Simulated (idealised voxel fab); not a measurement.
You're looking at the process module voxel lift off.
In the cross-section labelled cut, the width is 155 nm and each square cell is 5 nm.
Heads up, the way a cross-section reads in here is a grid of square cells, handed over as bands from the top down, with every band being one or more rows of cells. Each band's line starts with the height of the band's top and of its bottom, in nm. Then come its materials from left to right, each with its width in nm. One material with "full width" fills the band from edge to edge. "air" is empty space. A quick word on heights: they are counted from 0, and under that level the wafer as it came to us is one material throughout. The lowest band is different from the rest in having no bottom; it simply continues downward, written as in "0 nm and below". Read "30 to 40" as a graded width: first number on top, second number at the bottom, same change between each pair of neighbouring rows. What does "remained unchanged" mean for a step? It means no cell of the cross-section changed in that step. For the entry "Closed void register", the listed items are empty spaces with no open way to the top whose size is 8 cells or more; each item follows the pattern width x height at distance, where distance is from the left edge and all three are in nm. Step line, after settings: the simulator's comment on this step. The line of a step may include "overlay nm". On a step with a mask, this value is how far to the right of its planned place the mask lay. A negative value means the mask lay to the left.
# plan
| 1 | RECEIVE: material Si |
| 2 | CONFORMAL_DEP: material SiN, thk nm 10 |
| 3 | PATTERN: tone open, mask id LINES, material resist, width nm 15, pitch nm 35, thk nm 25, overlay nm 0 |
| 4 | DIRECTIONAL_DEP: material Ru, thk nm 15 |
| 5 | STRIP: etch materials resist |
| 6 | CONFORMAL_DEP: material SiCN, thk nm 10 |
# First out of two wafers; run went to plan
# Incoming wafer, cross-sectional view, post step 1
- 0 nm and below  Si full width
- Closed void register: none
# You're looking at a cross-section of the wafer after step 2
- 10 nm to 0 nm  SiN full width
- Anything lower than 0 is untouched.
# You're looking at a cross-section of the wafer after step 3
- 35 nm to 10 nm  resist (15); air (15); resist (20); air (15); resist (20); air (15); resist (20); air (15); resist (20)
- Anything lower than 10 is untouched.
# You're looking at a cross-section of the wafer after step 4
- 50 nm to 35 nm  Ru (15); air (15); Ru (20); air (15); Ru (20); air (15); Ru (20); air (15); Ru (20)
- 35 nm to 25 nm  resist (15); air (15); resist (20); air (15); resist (20); air (15); resist (20); air (15); resist (20)
- 25 nm to 10 nm  resist (15); Ru (15); resist (20); Ru (15); resist (20); Ru (15); resist (20); Ru (15); resist (20)
- Anything lower than 10 is untouched.
# You're looking at a cross-section of the wafer after step 5
- 25 nm to 10 nm  air (15); Ru (15); air (20); Ru (15); air (20); Ru (15); air (20); Ru (15); air (20)
- Anything lower than 10 is untouched.
# You're looking at a cross-section of the wafer after step 6
- 35 nm to 25 nm  air (5); SiCN (140); air (10)
- 25 nm to 20 nm  air (5); SiCN (10); Ru (15); SiCN (20); Ru (15); SiCN (20); Ru (15); SiCN (20); Ru (15); SiCN (10); air (10)
- 20 nm to 10 nm  SiCN (15); Ru (15); SiCN (20); Ru (15); SiCN (20); Ru (15); SiCN (20); Ru (15); SiCN (20)
- Anything lower than 10 is untouched.
# The Second Wafer: Common Origin and Plan, One Mistake in Execution, Identical to the First Through Step 3
# Cross-sectional representation of the second wafer at the time designated in the plan for the completion of step 4
- 40 nm to 35 nm  Ru (15); air (15); Ru (20); air (15); Ru (20); air (15); Ru (20); air (15); Ru (20)
- 35 nm to 15 nm  resist (15); air (15); resist (20); air (15); resist (20); air (15); resist (20); air (15); resist (20)
- 15 nm to 10 nm  resist (15); Ru (15); resist (20); Ru (15); resist (20); Ru (15); resist (20); Ru (15); resist (20)
- Anything lower than 10 is untouched.
# Cross-sectional representation of the second wafer at the time designated in the plan for the completion of step 5
- 15 nm to 10 nm  air (15); Ru (15); air (20); Ru (15); air (20); Ru (15); air (20); Ru (15); air (20)
- Anything lower than 10 is untouched.
# Cross-sectional representation of the second wafer at the time designated in the plan for the completion of step 6
- 25 nm to 20 nm  air (5); SiCN (140); air (10)
- 20 nm to 15 nm  SiCN full width
- 15 nm to 10 nm  SiCN (15); Ru (15); SiCN (20); Ru (15); SiCN (20); Ru (15); SiCN (20); Ru (15); SiCN (20)
- Anything lower than 10 is untouched.
Short version of what went wrong: contrary to plan, step 4 was performed as DIRECTIONAL_DEP: material Ru, thk nm 5
Once processing is complete, comparing cell counts shows that the second wafer has more or fewer of certain materials than the first: Ru: 24 fewer, SiCN: 32 fewer
